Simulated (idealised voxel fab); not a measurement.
Process module name: voxel plated lines
The cross-section shown here is cut; it is 285 nm wide and divided into square cells measuring 5 nm on a side.
Cross-section, as written here: a square-cell grid given band by band from the top down, where a band holds one or more rows of cells.
Top, bottom (nm), then materials left to right with widths (nm); lone material tagged "everywhere" fills the whole band edge to edge; "blank" = empty space.
Basically, 0 is our baseline, since under it the wafer straight out of the box is all one material. The bottom band has no lower end and keeps on going down, so it looks like "0..down".
Width: "30->40" (first number = top row, second number = bottom row, same change from row to row of cells).
You'll sometimes find "same as before" written for a step, and that's the way of saying that nowhere in the cross-section did a cell change during that step.
What "Closed cavity list" gives you is every empty space of 8 cells or more that is cut off from the top. Each appears as width x height at distance, with the distance taken from the left edge and width, height and distance all in nm.
Formally, on a step line, whatever follows the settings is a remark that the simulator itself makes on the step.
overlay nm: how far to the right of its planned place the mask lay on this masked step (negative: to the left).

### Planned step list for the process
| 1 | RECEIVE | material Si |
| 2 | CONFORMAL_DEP | material SiN | thk nm 10 |
| 3 | DIRECTIONAL_DEP | material TiN | thk nm 5 |
| 4 | PATTERN | tone open | mask id LINES | material resist | width nm 20 | pitch nm 40 | thk nm 15 | overlay nm 0 |
| 5 | EPI | material Ru | thk nm 10 |
| 6 | STRIP | etch materials resist |
| 7 | DIRECTIONAL_ETCH | etch materials TiN | depth nm 5 |
| 8 | CONFORMAL_DEP | material SiN | thk nm 10 |

### So this is the incoming wafer in cross-section - it's already been through step 1
0..down  Si everywhere
Closed cavity list: none

### Sectioned view, first of two wafers, at the close of the module, processed as intended in the plan
35..25  blank: 100 | SiN: 80 | blank: 105
25..20  blank: 100 | SiN: 10 | Ru: 20 | SiN: 20 | Ru: 20 | SiN: 10 | blank: 105
20..15  SiN: 110 | Ru: 20 | SiN: 20 | Ru: 20 | SiN: 115
15..10  SiN: 110 | TiN: 20 | SiN: 20 | TiN: 20 | SiN: 115
10..0  SiN everywhere
0..down  Si everywhere
Closed cavity list: none

### Module end: cross-section of wafer two of two. Same start and process plan as the first wafer. One mistake during execution
25..15  blank: 110 | Ru: 20 | blank: 20 | Ru: 20 | blank: 115
15..10  blank: 110 | TiN: 20 | blank: 20 | TiN: 20 | blank: 115
10..0  SiN everywhere
0..down  Si everywhere
Closed cavity list: none
Against the plan, the run slipped here: plan step 8 was not performed, having been skipped
The final cell counts differ between the wafers, with the second having more or fewer of some materials than the first: SiN: 138 fewer
